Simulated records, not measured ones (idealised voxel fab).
Process module in this document: voxel trench capacitor
Square cell edge 5 nm, section width 185 nm, ID cut.
When this document writes out a cross-section, it uses a grid of square cells and lists it as bands, beginning at the top and moving down, with a band standing for one or more rows of cells.
Within each band entry, the heights of the top and of the bottom of the band appear first, in that order and in nm; the materials of the band then follow from left to right, each with its corresponding width in nm. The designation "edge to edge" on a single material indicates that it fills the band from edge to edge; the designation "blank" indicates empty space.
Note: height 0 marks the level under which the wafer is uniformly one material as received. Lowest band unbounded below, written "0 -> down".
Top row gets the first number, bottom row gets the second, and each row in between changes by the same step: that is how a band width like "30..40" works.
Basically "identical to before" means that step didn't change any cell in the cross-section.
Sealed void inventory: empty space of 8 cells or more with no open way to the top, each as width x height at its distance from the left edge, in nm
That trailing text on a step's line, after the settings, is the simulator's own remark on the step.
What "overlay nm" on a step's line means: if the step has a mask, that mask lay this far to the right of its planned place, or, when the value is negative, to the left.
### Listed below are the process steps as planned
| 1 | RECEIVE: material Si |
| 2 | CONFORMAL_DEP: material SiN, thk nm 10 |
| 3 | PATTERN: tone open, mask id TRENCH, material resist, width nm 15, pitch nm 40, thk nm 15, overlay nm 0 |
| 4 | DIRECTIONAL_ETCH: etch materials SiN, depth nm 10 |
| 5 | DIRECTIONAL_ETCH: etch materials Si, depth nm 30 |
| 6 | STRIP: etch materials resist |
| 7 | CONFORMAL_DEP: material Al2O3, thk nm 5 |
| 8 | FILL_DEP: material polySi, thk nm 5 |
| 9 | CMP: height nm 10 |
### Cross-section of the wafer upon arrival, representing the state reached after step 1
  0 -> down  Si edge to edge
  Sealed void inventory: none
### First of two wafers, end-of-module section, run followed plan
  10 -> 0  SiN 25 nm, Al2O3 5 nm, polySi 5 nm, Al2O3 5 nm, SiN 25 nm, Al2O3 5 nm, polySi 5 nm, Al2O3 5 nm, SiN 25 nm, Al2O3 5 nm, polySi 5 nm, Al2O3 5 nm, SiN 25 nm, Al2O3 5 nm, polySi 5 nm, Al2O3 5 nm, SiN 25 nm
  0 -> -25  Si 25 nm, Al2O3 5 nm, polySi 5 nm, Al2O3 5 nm, Si 25 nm, Al2O3 5 nm, polySi 5 nm, Al2O3 5 nm, Si 25 nm, Al2O3 5 nm, polySi 5 nm, Al2O3 5 nm, Si 25 nm, Al2O3 5 nm, polySi 5 nm, Al2O3 5 nm, Si 25 nm
  -25 -> -30  Si 25 nm, Al2O3 15 nm, Si 25 nm, Al2O3 15 nm, Si 25 nm, Al2O3 15 nm, Si 25 nm, Al2O3 15 nm, Si 25 nm
  -30 -> down  Si edge to edge
  Sealed void inventory: none
### Wafer two, end of module, cross-section. Same start, same plan as wafer one. One mistake in the run
  10 -> 0  polySi 20 nm, Al2O3 5 nm, SiN 15 nm, Al2O3 5 nm, polySi 15 nm, Al2O3 5 nm, SiN 15 nm, Al2O3 5 nm, polySi 15 nm, Al2O3 5 nm, SiN 15 nm, Al2O3 5 nm, polySi 15 nm, Al2O3 5 nm, SiN 15 nm, Al2O3 5 nm, polySi 20 nm
  0 -> -25  polySi 20 nm, Al2O3 5 nm, Si 15 nm, Al2O3 5 nm, polySi 15 nm, Al2O3 5 nm, Si 15 nm, Al2O3 5 nm, polySi 15 nm, Al2O3 5 nm, Si 15 nm, Al2O3 5 nm, polySi 15 nm, Al2O3 5 nm, Si 15 nm, Al2O3 5 nm, polySi 20 nm
  -25 -> -30  Al2O3 25 nm, Si 15 nm, Al2O3 25 nm, Si 15 nm, Al2O3 25 nm, Si 15 nm, Al2O3 25 nm, Si 15 nm, Al2O3 25 nm
  -30 -> down  Si edge to edge
  Sealed void inventory: none
So what did we get wrong on this run? the process deviated at step 3: the operation and settings actually run there were PATTERN: tone cover, mask id TRENCH, material resist, width nm 15, pitch nm 40, thk nm 15, overlay nm 0
End of process, cell counts, second wafer against first, materials with more or fewer: +13 Al2O3 | -78 Si | -26 SiN | +91 polySi
